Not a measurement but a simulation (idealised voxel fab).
process module | voxel ribs on slabs
cross-section cut | 270 nm wide | cells 5 nm
A cross-section is a grid of square cells, given in bands from the top down. A band is one or more rows of cells.
Each band's line starts with the height of the band's top and of its bottom, in nm. Then come its materials from left to right, each with its width in nm. One material with "throughout" fills the band from edge to edge. "air" is empty space.
Height 0 is the level under which the wafer as received is all one material. The lowest band goes on downwards, as in "0 down".
A width such as "30 to 40" changes by the same amount from each row of cells to the next, from the band's top row to its bottom row.
"no change" after a step means that no cell of the cross-section changed.
closed voids: empty space of 8 cells or more with no open way to the top, each as width x height at its distance from the left edge, in nm
after a step's settings: what the simulator itself notes on the step
overlay nm, on a step with a mask: how far to the right of its planned place the mask lay; to the left if negative
plan
1 op RECEIVE | material Si
2 op DIRECTIONAL_DEP | material SiO2 | thk nm 30
3 op DIRECTIONAL_DEP | material polySi | thk nm 15
4 op MASKED_ETCH | tone cover | mask id RIB | width nm 15 | etch materials polySi | depth nm 10 | overlay nm 0
5 op PATTERN | tone cover | mask id SLAB | material resist | width nm 65 | thk nm 15 | overlay nm 0
6 op DIRECTIONAL_ETCH | etch materials polySi | depth nm 5
7 op STRIP | etch materials resist
8 op FILL_DEP | material SiO2 | thk nm 25
9 op CMP | height nm 65
10 op DIRECTIONAL_DEP | material W | thk nm 10
11 op MASKED_ETCH | tone cover | mask id HEATER | width nm 25 | etch materials W | depth nm 10 | overlay nm 0
12 op CONFORMAL_DEP | material SiO2 | thk nm 10
first wafer, as planned
as received, after step 1
  0 down: Si throughout
  closed voids: none
after step 2
  30 to 0: SiO2 throughout
  below 0: unchanged
after step 3
  45 to 30: polySi throughout
  below 30: unchanged
after step 4
  45 to 35: air 125 | polySi 15 | air 130
  below 35: unchanged
after step 5
  60 to 45: air 100 | resist 65 | air 105
  45 to 35: air 100 | resist 25 | polySi 15 | resist 25 | air 105
  below 35: unchanged
after step 6
  60 to 45: air 100 | resist 65 | air 105
  45 to 35: air 100 | resist 25 | polySi 15 | resist 25 | air 105
  35 to 30: air 100 | polySi 65 | air 105
  below 30: unchanged
after step 7
  45 to 35: air 125 | polySi 15 | air 130
  below 35: unchanged
after step 8
  70 to 45: SiO2 throughout
  45 to 35: SiO2 125 | polySi 15 | SiO2 130
  35 to 30: SiO2 100 | polySi 65 | SiO2 105
  below 30: unchanged
after step 9
  65 to 45: SiO2 throughout
  below 45: unchanged
after step 10
  75 to 65: W throughout
  below 65: unchanged
after step 11
  75 to 65: air 120 | W 25 | air 125
  below 65: unchanged
after step 12
  85 to 75: air 110 | SiO2 45 | air 115
  75 to 65: SiO2 120 | W 25 | SiO2 125
  below 65: unchanged
second wafer: like start, like plan, one mistake. Through step 1 it matches the first wafer
when step 2 should have ended
  15 to 0: polySi throughout
  below 0: unchanged
when step 3 should have ended
  45 to 15: SiO2 throughout
  below 15: unchanged
when step 4 should have ended: no change
when step 5 should have ended
  60 to 45: air 100 | resist 65 | air 105
  below 45: unchanged
when step 6 should have ended: no change
when step 7 should have ended
  45 to 15: SiO2 throughout
  below 15: unchanged
when step 8 should have ended
  70 to 15: SiO2 throughout
  below 15: unchanged
when step 9 should have ended
  65 to 15: SiO2 throughout
  below 15: unchanged
when step 10 should have ended
  75 to 65: W throughout
  below 65: unchanged
when step 11 should have ended
  75 to 65: air 120 | W 25 | air 125
  below 65: unchanged
when step 12 should have ended
  85 to 75: air 110 | SiO2 45 | air 115
  75 to 65: SiO2 120 | W 25 | SiO2 125
  below 65: unchanged
what went wrong: steps 2 and 3 were swapped
at the end the second wafer has, in cells: 143 fewer of SiO2 | 143 more of polySi
